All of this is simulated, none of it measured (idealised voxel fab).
Presented below is a process module, voxel gate over fins.
Cross-sectional view cut (width: 180 nm; square cell size: 5 nm).
Format of a cross-section: grid, square cells. Given as bands. Order: top down. Band: one or more rows of cells. Quick guide to a band line: top height, bottom height (nm) up front; then every material left to right with its width in nm. Only one material and it's marked "throughout"? Then it fills the band edge to edge. And "blank" just means empty space. The level at which height equals 0 is the one under which the wafer, as it arrives, is entirely one material. No lower edge exists for the bottom band, which continues downward and is notated as in "0 and below". Width spec "30->40" -> top row of cells at first value, bottom row at second value, equal per-row change in between. Step marked "all unchanged"? Then no cell in the cross-section changed in it. The entry titled "Closed void catalog" provides the empty spaces that have no open way to the top, restricted to those of 8 cells or more. Each is presented as width x height at distance, the distance being measured from the left edge, with all three in nm. On a step's line, text after the settings is the simulator commenting on that step. overlay nm: for a step with a mask, the amount by which the mask lay right of where it was planned; a negative amount means left of it.
THIS SECTION LISTS THE PROCESS STEPS THAT WERE PLANNED
| 1 | RECEIVE (material Si) |
| 2 | CONFORMAL_DEP (material SiN; thk nm 10) |
| 3 | MASKED_ETCH (tone cover; mask id FINS; width nm 15; pitch nm 60; etch materials SiN; depth nm 10; overlay nm 0) |
| 4 | MASKED_ETCH (tone cover; mask id FINS; width nm 15; pitch nm 60; etch materials Si; depth nm 35; overlay nm 0) |
| 5 | FILL_DEP (material SiO2; thk nm 15) |
| 6 | CMP (height nm 10) |
| 7 | MASKED_ETCH (tone open; mask id RAIL; width nm 15; etch materials SiO2; depth nm 40; overlay nm 0) |
| 8 | CONFORMAL_DEP (material TiN; thk nm 5) |
| 9 | FILL_DEP (material W; thk nm 10) |
| 10 | CMP (height nm 10) |
| 11 | SELECTIVE_ETCH (etch materials W Ru TiN; depth nm 25) |
| 12 | FILL_DEP (material SiO2; thk nm 5) |
| 13 | CMP (height nm 10) |
| 14 | SELECTIVE_ETCH (etch materials SiO2; depth nm 20) |
| 15 | STRIP (etch materials SiN) |
| 16 | CONFORMAL_DEP (material HfO2; thk nm 5) |
| 17 | CONFORMAL_DEP (material TiN; thk nm 5) |
| 18 | FILL_DEP (material W; thk nm 10) |
| 19 | CMP (height nm 15) |
| 20 | CONFORMAL_DEP (material SiCN; thk nm 10) |
FIRST WAFER, TWO IN TOTAL, RUN AS PLANNED
AS RECEIVED, AFTER STEP 1
> 0 and below  Si throughout
> Closed void catalog: none
TAKE A LOOK AT THE WAFER'S CROSS-SECTION AFTER STEP 2
> 10 down to 0  SiN throughout
> Below 0 it's all the same as before, nothing changed down there.
TAKE A LOOK AT THE WAFER'S CROSS-SECTION AFTER STEP 3
> 10 down to 0  50 nm blank | 15 nm SiN | 45 nm blank | 15 nm SiN | 55 nm blank
> Below 0 it's all the same as before, nothing changed down there.
TAKE A LOOK AT THE WAFER'S CROSS-SECTION AFTER STEP 4
> 10 down to 0  50 nm blank | 15 nm SiN | 45 nm blank | 15 nm SiN | 55 nm blank
> 0 down to -35  50 nm blank | 15 nm Si | 45 nm blank | 15 nm Si | 55 nm blank
> Below -35 it's all the same as before, nothing changed down there.
TAKE A LOOK AT THE WAFER'S CROSS-SECTION AFTER STEP 5
> 25 down to 10  SiO2 throughout
> 10 down to 0  50 nm SiO2 | 15 nm SiN | 45 nm SiO2 | 15 nm SiN | 55 nm SiO2
> 0 down to -35  50 nm SiO2 | 15 nm Si | 45 nm SiO2 | 15 nm Si | 55 nm SiO2
> Below -35 it's all the same as before, nothing changed down there.
TAKE A LOOK AT THE WAFER'S CROSS-SECTION AFTER STEP 6
> 10 down to 0  50 nm SiO2 | 15 nm SiN | 45 nm SiO2 | 15 nm SiN | 55 nm SiO2
> Below 0 it's all the same as before, nothing changed down there.
TAKE A LOOK AT THE WAFER'S CROSS-SECTION AFTER STEP 7
> 10 down to 0  50 nm SiO2 | 15 nm SiN | 15 nm SiO2 | 15 nm blank | 15 nm SiO2 | 15 nm SiN | 55 nm SiO2
> 0 down to -30  50 nm SiO2 | 15 nm Si | 15 nm SiO2 | 15 nm blank | 15 nm SiO2 | 15 nm Si | 55 nm SiO2
> Below -30 it's all the same as before, nothing changed down there.
TAKE A LOOK AT THE WAFER'S CROSS-SECTION AFTER STEP 8
> 15 down to 10  85 nm TiN | 5 nm blank | 90 nm TiN
> 10 down to 0  50 nm SiO2 | 15 nm SiN | 15 nm SiO2 | 5 nm TiN | 5 nm blank | 5 nm TiN | 15 nm SiO2 | 15 nm SiN | 55 nm SiO2
> 0 down to -25  50 nm SiO2 | 15 nm Si | 15 nm SiO2 | 5 nm TiN | 5 nm blank | 5 nm TiN | 15 nm SiO2 | 15 nm Si | 55 nm SiO2
> -25 down to -30  50 nm SiO2 | 15 nm Si | 15 nm SiO2 | 15 nm TiN | 15 nm SiO2 | 15 nm Si | 55 nm SiO2
> Below -30 it's all the same as before, nothing changed down there.
TAKE A LOOK AT THE WAFER'S CROSS-SECTION AFTER STEP 9
> 25 down to 15  W throughout
> 15 down to 10  85 nm TiN | 5 nm W | 90 nm TiN
> 10 down to 0  50 nm SiO2 | 15 nm SiN | 15 nm SiO2 | 5 nm TiN | 5 nm W | 5 nm TiN | 15 nm SiO2 | 15 nm SiN | 55 nm SiO2
> 0 down to -25  50 nm SiO2 | 15 nm Si | 15 nm SiO2 | 5 nm TiN | 5 nm W | 5 nm TiN | 15 nm SiO2 | 15 nm Si | 55 nm SiO2
> Below -25 it's all the same as before, nothing changed down there.
TAKE A LOOK AT THE WAFER'S CROSS-SECTION AFTER STEP 10
> 10 down to 0  50 nm SiO2 | 15 nm SiN | 15 nm SiO2 | 5 nm TiN | 5 nm W | 5 nm TiN | 15 nm SiO2 | 15 nm SiN | 55 nm SiO2
> Below 0 it's all the same as before, nothing changed down there.
TAKE A LOOK AT THE WAFER'S CROSS-SECTION AFTER STEP 11
> 10 down to 0  50 nm SiO2 | 15 nm SiN | 15 nm SiO2 | 15 nm blank | 15 nm SiO2 | 15 nm SiN | 55 nm SiO2
> 0 down to -15  50 nm SiO2 | 15 nm Si | 15 nm SiO2 | 15 nm blank | 15 nm SiO2 | 15 nm Si | 55 nm SiO2
> Below -15 it's all the same as before, nothing changed down there.
TAKE A LOOK AT THE WAFER'S CROSS-SECTION AFTER STEP 12
> 15 down to 10  SiO2 throughout
> 10 down to 0  50 nm SiO2 | 15 nm SiN | 45 nm SiO2 | 15 nm SiN | 55 nm SiO2
> 0 down to -15  50 nm SiO2 | 15 nm Si | 45 nm SiO2 | 15 nm Si | 55 nm SiO2
> Below -15 it's all the same as before, nothing changed down there.
TAKE A LOOK AT THE WAFER'S CROSS-SECTION AFTER STEP 13
> 10 down to 0  50 nm SiO2 | 15 nm SiN | 45 nm SiO2 | 15 nm SiN | 55 nm SiO2
> Below 0 it's all the same as before, nothing changed down there.
TAKE A LOOK AT THE WAFER'S CROSS-SECTION AFTER STEP 14
> 10 down to 0  50 nm blank | 15 nm SiN | 45 nm blank | 15 nm SiN | 55 nm blank
> 0 down to -10  50 nm blank | 15 nm Si | 45 nm blank | 15 nm Si | 55 nm blank
> Below -10 it's all the same as before, nothing changed down there.
TAKE A LOOK AT THE WAFER'S CROSS-SECTION AFTER STEP 15
> 0 down to -10  50 nm blank | 15 nm Si | 45 nm blank | 15 nm Si | 55 nm blank
> Below -10 it's all the same as before, nothing changed down there.
TAKE A LOOK AT THE WAFER'S CROSS-SECTION AFTER STEP 16
> 5 down to 0  45 nm blank | 25 nm HfO2 | 35 nm blank | 25 nm HfO2 | 50 nm blank
> 0 down to -5  45 nm blank | 5 nm HfO2 | 15 nm Si | 5 nm HfO2 | 35 nm blank | 5 nm HfO2 | 15 nm Si | 5 nm HfO2 | 50 nm blank
> -5 down to -10  50 nm HfO2 | 15 nm Si | 45 nm HfO2 | 15 nm Si | 55 nm HfO2
> Below -10 it's all the same as before, nothing changed down there.
TAKE A LOOK AT THE WAFER'S CROSS-SECTION AFTER STEP 17
> 10 down to 5  40 nm blank | 35 nm TiN | 25 nm blank | 35 nm TiN | 45 nm blank
> 5 down to 0  40 nm blank | 5 nm TiN | 25 nm HfO2 | 5 nm TiN | 25 nm blank | 5 nm TiN | 25 nm HfO2 | 5 nm TiN | 45 nm blank
> 0 down to -5  45 nm TiN | 5 nm HfO2 | 15 nm Si | 5 nm HfO2 | 35 nm TiN | 5 nm HfO2 | 15 nm Si | 5 nm HfO2 | 50 nm TiN
> Below -5 it's all the same as before, nothing changed down there.
TAKE A LOOK AT THE WAFER'S CROSS-SECTION AFTER STEP 18
> 20 down to 10  W throughout
> 10 down to 5  40 nm W | 35 nm TiN | 25 nm W | 35 nm TiN | 45 nm W
> 5 down to 0  40 nm W | 5 nm TiN | 25 nm HfO2 | 5 nm TiN | 25 nm W | 5 nm TiN | 25 nm HfO2 | 5 nm TiN | 45 nm W
> Below 0 it's all the same as before, nothing changed down there.
TAKE A LOOK AT THE WAFER'S CROSS-SECTION AFTER STEP 19
> 15 down to 10  W throughout
> Below 10 it's all the same as before, nothing changed down there.
TAKE A LOOK AT THE WAFER'S CROSS-SECTION AFTER STEP 20
> 25 down to 15  SiCN throughout
> Below 15 it's all the same as before, nothing changed down there.
THE SECOND WAFER BEGAN EXACTLY AS THE FIRST DID AND FOLLOWED THE SAME PLAN, BUT ONE MISTAKE WAS MADE WHILE RUNNING IT; THROUGH STEP 13 INCLUSIVE, THE TWO WAFERS ARE IDENTICAL
THE SECOND WAFER IN CROSS-SECTION, AT THE PLANNED CLOSE OF STEP 14
> 10 down to 0  50 nm blank | 15 nm SiN | 45 nm blank | 15 nm SiN | 55 nm blank
> Below 0 it's all the same as before, nothing changed down there.
THE SECOND WAFER IN CROSS-SECTION, AT THE PLANNED CLOSE OF STEP 15
> 0 down to -15  50 nm SiO2 | 15 nm Si | 45 nm SiO2 | 15 nm Si | 55 nm SiO2
> Below -15 it's all the same as before, nothing changed down there.
THE SECOND WAFER IN CROSS-SECTION, AT THE PLANNED CLOSE OF STEP 16
> 5 down to 0  HfO2 throughout
> Below 0 it's all the same as before, nothing changed down there.
THE SECOND WAFER IN CROSS-SECTION, AT THE PLANNED CLOSE OF STEP 17
> 10 down to 5  TiN throughout
> Below 5 it's all the same as before, nothing changed down there.
THE SECOND WAFER IN CROSS-SECTION, AT THE PLANNED CLOSE OF STEP 18
> 20 down to 10  W throughout
> Below 10 it's all the same as before, nothing changed down there.
THE SECOND WAFER IN CROSS-SECTION, AT THE PLANNED CLOSE OF STEP 19
> 15 down to 10  W throughout
> Below 10 it's all the same as before, nothing changed down there.
THE SECOND WAFER IN CROSS-SECTION, AT THE PLANNED CLOSE OF STEP 20
> 25 down to 15  SiCN throughout
> Below 15 it's all the same as before, nothing changed down there.
The mistake made against the process plan was this: step 14 did not happen as planned, as run it was SELECTIVE_ETCH (etch materials SiO2; depth nm 10)
It is noted that, at the conclusion of processing, the second wafer exhibits a higher or lower cell count for certain materials relative to the first: -8 HfO2 | +60 SiO2 | -8 TiN | -44 W
